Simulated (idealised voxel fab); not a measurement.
process module | voxel spacer lines
cross-section cut | 250 nm wide | cells 5 nm
A cross-section is a grid of square cells, given in bands from the top down. A band is one or more rows of cells.
Each band's line starts with the height of the band's top and of its bottom, in nm. Then come its materials from left to right, each with its width in nm. One material with "throughout" fills the band from edge to edge. "air" is empty space.
Height 0 is the level under which the wafer as received is all one material. The lowest band goes on downwards, as in "0 down".
A width such as "30 to 40" changes by the same amount from each row of cells to the next, from the band's top row to its bottom row.
"no change" after a step means that no cell of the cross-section changed.
closed voids: empty space of 8 cells or more with no open way to the top, each as width x height at its distance from the left edge, in nm
after a step's settings: what the simulator itself notes on the step
overlay nm, on a step with a mask: how far to the right of its planned place the mask lay; to the left if negative
plan
1 op RECEIVE | material Si
2 op CONFORMAL_DEP | material Al2O3 | thk nm 10
3 op DIRECTIONAL_DEP | material W | thk nm 10
4 op DIRECTIONAL_DEP | material aC | thk nm 25
5 op PATTERN | tone cover | mask id MANDREL | material resist | width nm 15 | pitch nm 60 | thk nm 30 | overlay nm 0
6 op DIRECTIONAL_ETCH | etch materials aC | depth nm 25
7 op STRIP | etch materials resist
8 op CONFORMAL_DEP | material SiO2 | thk nm 15
9 op DIRECTIONAL_ETCH | etch materials SiO2 | depth nm 15
10 op STRIP | etch materials aC
11 op DIRECTIONAL_ETCH | etch materials W | depth nm 10
12 op STRIP | etch materials SiO2
13 op FILL_DEP | material SiO2 | thk nm 10
14 op CMP | height nm 20
as received, after step 1
  0 down: Si throughout
  closed voids: none
a wafer at the end: this start, this plan, one mistake
  20 to 10: SiO2 80 | W 5 | SiO2 15 | W 5 | SiO2 35 | W 5 | SiO2 15 | W 5 | SiO2 85
  10 to 0: Al2O3 throughout
  0 down: Si throughout
  closed voids: none
what went wrong: step 8 ran as: op CONFORMAL_DEP | material SiO2 | thk nm 5
